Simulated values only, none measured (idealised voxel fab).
process module | voxel capacitor over wiring
cross-section cut | 275 nm wide | cells 5 nm
A cross-section is a grid of square cells, given in bands from the top down. A band is one or more rows of cells.
Each band's line starts with the height of the band's top and of its bottom, in nm. Then come its materials from left to right, each with its width in nm. One material with "throughout" fills the band from edge to edge. "air" is empty space.
Height 0 is the level under which the wafer as received is all one material. The lowest band goes on downwards, as in "0 down".
A width such as "30 to 40" changes by the same amount from each row of cells to the next, from the band's top row to its bottom row.
"no change" after a step means that no cell of the cross-section changed.
closed voids: empty space of 8 cells or more with no open way to the top, each as width x height at its distance from the left edge, in nm
after a step's settings: what the simulator itself notes on the step
overlay nm, on a step with a mask: how far to the right of its planned place the mask lay; to the left if negative
plan
1 op RECEIVE | material Si
2 op CONFORMAL_DEP | material SiO2 | thk nm 15
3 op CONFORMAL_DEP | material SiN | thk nm 5
4 op DIRECTIONAL_DEP | material SiO2 | thk nm 20
5 op MASKED_ETCH | tone open | mask id METAL_1 | width nm 20 | pitch nm 70 | etch materials SiO2 | depth nm 20 | overlay nm 0
6 op MASKED_ETCH | tone open | mask id METAL_1 | width nm 20 | pitch nm 70 | etch materials SiN | depth nm 5 | overlay nm 0
7 op CONFORMAL_DEP | material TiN | thk nm 5
8 op FILL_DEP | material W | thk nm 5
9 op CMP | height nm 40
10 op CONFORMAL_DEP | material SiCN | thk nm 5
11 op DIRECTIONAL_DEP | material lowk | thk nm 10
12 op PATTERN | tone open | mask id PLUG_1 | material resist | width nm 15 | thk nm 15 | overlay nm 0
13 op DIRECTIONAL_ETCH | etch materials lowk | depth nm 10
14 op DIRECTIONAL_ETCH | etch materials SiCN | depth nm 5
15 op STRIP | etch materials resist
16 op CONFORMAL_DEP | material TiN | thk nm 5
17 op FILL_DEP | material Cu | thk nm 10
18 op CMP | height nm 55
19 op DIRECTIONAL_DEP | material TiN | thk nm 10
20 op DIRECTIONAL_DEP | material SiN | thk nm 5
21 op DIRECTIONAL_DEP | material TiN | thk nm 10
22 op MASKED_ETCH | tone cover | mask id UPPER_PLATE | width nm 55 | etch materials TiN | depth nm 10 | overlay nm 0
23 op MASKED_ETCH | tone cover | mask id UPPER_PLATE | width nm 55 | etch materials SiN | depth nm 5 | overlay nm 0
24 op MASKED_ETCH | tone cover | mask id LOWER_PLATE | width nm 65 | etch materials TiN | depth nm 10 | overlay nm 0
25 op FILL_DEP | material SiO2 | thk nm 15
26 op CMP | height nm 90
27 op MASKED_ETCH | tone open | mask id PLUG_2 | width nm 15 | etch materials SiO2 | depth nm 10 | overlay nm 0
28 op CONFORMAL_DEP | material TiN | thk nm 5
29 op FILL_DEP | material W | thk nm 10
30 op CMP | height nm 90
31 op CONFORMAL_DEP | material SiN | thk nm 5
first wafer, as planned
as received, after step 1
  0 down: Si throughout
  closed voids: none
after step 2
  15 to 0: SiO2 throughout
  below 0: unchanged
after step 3
  20 to 15: SiN throughout
  below 15: unchanged
after step 4
  40 to 20: SiO2 throughout
  below 20: unchanged
after step 5
  40 to 20: SiO2 90 | air 20 | SiO2 50 | air 20 | SiO2 95
  below 20: unchanged
after step 6
  40 to 20: SiO2 90 | air 20 | SiO2 50 | air 20 | SiO2 95
  20 to 15: SiN 90 | air 20 | SiN 50 | air 20 | SiN 95
  below 15: unchanged
after step 7
  45 to 40: TiN 95 | air 10 | TiN 60 | air 10 | TiN 100
  40 to 20: SiO2 90 | TiN 5 | air 10 | TiN 5 | SiO2 50 | TiN 5 | air 10 | TiN 5 | SiO2 95
  20 to 15: SiN 90 | TiN 20 | SiN 50 | TiN 20 | SiN 95
  below 15: unchanged
after step 8
  50 to 45: W throughout
  45 to 40: TiN 95 | W 10 | TiN 60 | W 10 | TiN 100
  40 to 20: SiO2 90 | TiN 5 | W 10 | TiN 5 | SiO2 50 | TiN 5 | W 10 | TiN 5 | SiO2 95
  below 20: unchanged
after step 9
  40 to 20: SiO2 90 | TiN 5 | W 10 | TiN 5 | SiO2 50 | TiN 5 | W 10 | TiN 5 | SiO2 95
  below 20: unchanged
after step 10
  45 to 40: SiCN throughout
  below 40: unchanged
after step 11
  55 to 45: lowk throughout
  below 45: unchanged
after step 12
  70 to 55: resist 95 | air 15 | resist 165
  below 55: unchanged
after step 13
  70 to 55: resist 95 | air 15 | resist 165
  55 to 45: lowk 95 | air 15 | lowk 165
  below 45: unchanged
after step 14
  70 to 55: resist 95 | air 15 | resist 165
  55 to 45: lowk 95 | air 15 | lowk 165
  45 to 40: SiCN 95 | air 15 | SiCN 165
  below 40: unchanged
after step 15
  55 to 45: lowk 95 | air 15 | lowk 165
  below 45: unchanged
after step 16
  60 to 55: TiN 100 | air 5 | TiN 170
  55 to 45: lowk 95 | TiN 5 | air 5 | TiN 5 | lowk 165
  45 to 40: SiCN 95 | TiN 15 | SiCN 165
  below 40: unchanged
after step 17
  70 to 60: Cu throughout
  60 to 55: TiN 100 | Cu 5 | TiN 170
  55 to 45: lowk 95 | TiN 5 | Cu 5 | TiN 5 | lowk 165
  below 45: unchanged
after step 18
  55 to 45: lowk 95 | TiN 5 | Cu 5 | TiN 5 | lowk 165
  below 45: unchanged
after step 19
  65 to 55: TiN throughout
  below 55: unchanged
after step 20
  70 to 65: SiN throughout
  below 65: unchanged
after step 21
  80 to 70: TiN throughout
  below 70: unchanged
after step 22
  80 to 70: air 95 | TiN 55 | air 125
  below 70: unchanged
after step 23
  80 to 70: air 95 | TiN 55 | air 125
  70 to 65: air 95 | SiN 55 | air 125
  below 65: unchanged
after step 24
  80 to 70: air 95 | TiN 55 | air 125
  70 to 65: air 95 | SiN 55 | air 125
  65 to 55: air 90 | TiN 65 | air 120
  below 55: unchanged
after step 25
  95 to 80: SiO2 throughout
  80 to 70: SiO2 95 | TiN 55 | SiO2 125
  70 to 65: SiO2 95 | SiN 55 | SiO2 125
  65 to 55: SiO2 90 | TiN 65 | SiO2 120
  below 55: unchanged
after step 26
  90 to 80: SiO2 throughout
  below 80: unchanged
after step 27
  90 to 80: SiO2 105 | air 15 | SiO2 155
  below 80: unchanged
after step 28
  95 to 90: TiN 110 | air 5 | TiN 160
  90 to 85: SiO2 105 | TiN 5 | air 5 | TiN 5 | SiO2 155
  85 to 80: SiO2 105 | TiN 15 | SiO2 155
  below 80: unchanged
after step 29
  105 to 95: W throughout
  95 to 90: TiN 110 | W 5 | TiN 160
  90 to 85: SiO2 105 | TiN 5 | W 5 | TiN 5 | SiO2 155
  below 85: unchanged
after step 30
  90 to 85: SiO2 105 | TiN 5 | W 5 | TiN 5 | SiO2 155
  below 85: unchanged
after step 31
  95 to 90: SiN throughout
  below 90: unchanged
second wafer: like start, like plan, one mistake. Through step 4 it matches the first wafer
when step 5 should have ended
  40 to 20: air 90 | SiO2 20 | air 50 | SiO2 20 | air 95
  below 20: unchanged
when step 6 should have ended: no change
when step 7 should have ended
  45 to 40: air 85 | TiN 30 | air 40 | TiN 30 | air 90
  40 to 25: air 85 | TiN 5 | SiO2 20 | TiN 5 | air 40 | TiN 5 | SiO2 20 | TiN 5 | air 90
  25 to 20: TiN 90 | SiO2 20 | TiN 50 | SiO2 20 | TiN 95
  below 20: unchanged
when step 8 should have ended
  50 to 45: W throughout
  45 to 40: W 85 | TiN 30 | W 40 | TiN 30 | W 90
  40 to 25: W 85 | TiN 5 | SiO2 20 | TiN 5 | W 40 | TiN 5 | SiO2 20 | TiN 5 | W 90
  below 25: unchanged
when step 9 should have ended
  40 to 25: W 85 | TiN 5 | SiO2 20 | TiN 5 | W 40 | TiN 5 | SiO2 20 | TiN 5 | W 90
  below 25: unchanged
when step 10 should have ended
  45 to 40: SiCN throughout
  below 40: unchanged
when step 11 should have ended
  55 to 45: lowk throughout
  below 45: unchanged
when step 12 should have ended
  70 to 55: resist 95 | air 15 | resist 165
  below 55: unchanged
when step 13 should have ended
  70 to 55: resist 95 | air 15 | resist 165
  55 to 45: lowk 95 | air 15 | lowk 165
  below 45: unchanged
when step 14 should have ended
  70 to 55: resist 95 | air 15 | resist 165
  55 to 45: lowk 95 | air 15 | lowk 165
  45 to 40: SiCN 95 | air 15 | SiCN 165
  below 40: unchanged
when step 15 should have ended
  55 to 45: lowk 95 | air 15 | lowk 165
  below 45: unchanged
when step 16 should have ended
  60 to 55: TiN 100 | air 5 | TiN 170
  55 to 45: lowk 95 | TiN 5 | air 5 | TiN 5 | lowk 165
  45 to 40: SiCN 95 | TiN 15 | SiCN 165
  below 40: unchanged
when step 17 should have ended
  70 to 60: Cu throughout
  60 to 55: TiN 100 | Cu 5 | TiN 170
  55 to 45: lowk 95 | TiN 5 | Cu 5 | TiN 5 | lowk 165
  below 45: unchanged
when step 18 should have ended
  55 to 45: lowk 95 | TiN 5 | Cu 5 | TiN 5 | lowk 165
  below 45: unchanged
when step 19 should have ended
  65 to 55: TiN throughout
  below 55: unchanged
when step 20 should have ended
  70 to 65: SiN throughout
  below 65: unchanged
when step 21 should have ended
  80 to 70: TiN throughout
  below 70: unchanged
when step 22 should have ended
  80 to 70: air 95 | TiN 55 | air 125
  below 70: unchanged
when step 23 should have ended
  80 to 70: air 95 | TiN 55 | air 125
  70 to 65: air 95 | SiN 55 | air 125
  below 65: unchanged
when step 24 should have ended
  80 to 70: air 95 | TiN 55 | air 125
  70 to 65: air 95 | SiN 55 | air 125
  65 to 55: air 90 | TiN 65 | air 120
  below 55: unchanged
when step 25 should have ended
  95 to 80: SiO2 throughout
  80 to 70: SiO2 95 | TiN 55 | SiO2 125
  70 to 65: SiO2 95 | SiN 55 | SiO2 125
  65 to 55: SiO2 90 | TiN 65 | SiO2 120
  below 55: unchanged
when step 26 should have ended
  90 to 80: SiO2 throughout
  below 80: unchanged
when step 27 should have ended
  90 to 80: SiO2 105 | air 15 | SiO2 155
  below 80: unchanged
when step 28 should have ended
  95 to 90: TiN 110 | air 5 | TiN 160
  90 to 85: SiO2 105 | TiN 5 | air 5 | TiN 5 | SiO2 155
  85 to 80: SiO2 105 | TiN 15 | SiO2 155
  below 80: unchanged
when step 29 should have ended
  105 to 95: W throughout
  95 to 90: TiN 110 | W 5 | TiN 160
  90 to 85: SiO2 105 | TiN 5 | W 5 | TiN 5 | SiO2 155
  below 85: unchanged
when step 30 should have ended
  90 to 85: SiO2 105 | TiN 5 | W 5 | TiN 5 | SiO2 155
  below 85: unchanged
when step 31 should have ended
  95 to 90: SiN throughout
  below 90: unchanged
what went wrong: step 5 ran as: op MASKED_ETCH | tone cover | mask id METAL_1 | width nm 20 | pitch nm 70 | etch materials SiO2 | depth nm 20 | overlay nm 0
at the end the second wafer has, in cells: 8 more of SiN | 156 fewer of SiO2 | 35 more of TiN | 113 more of W
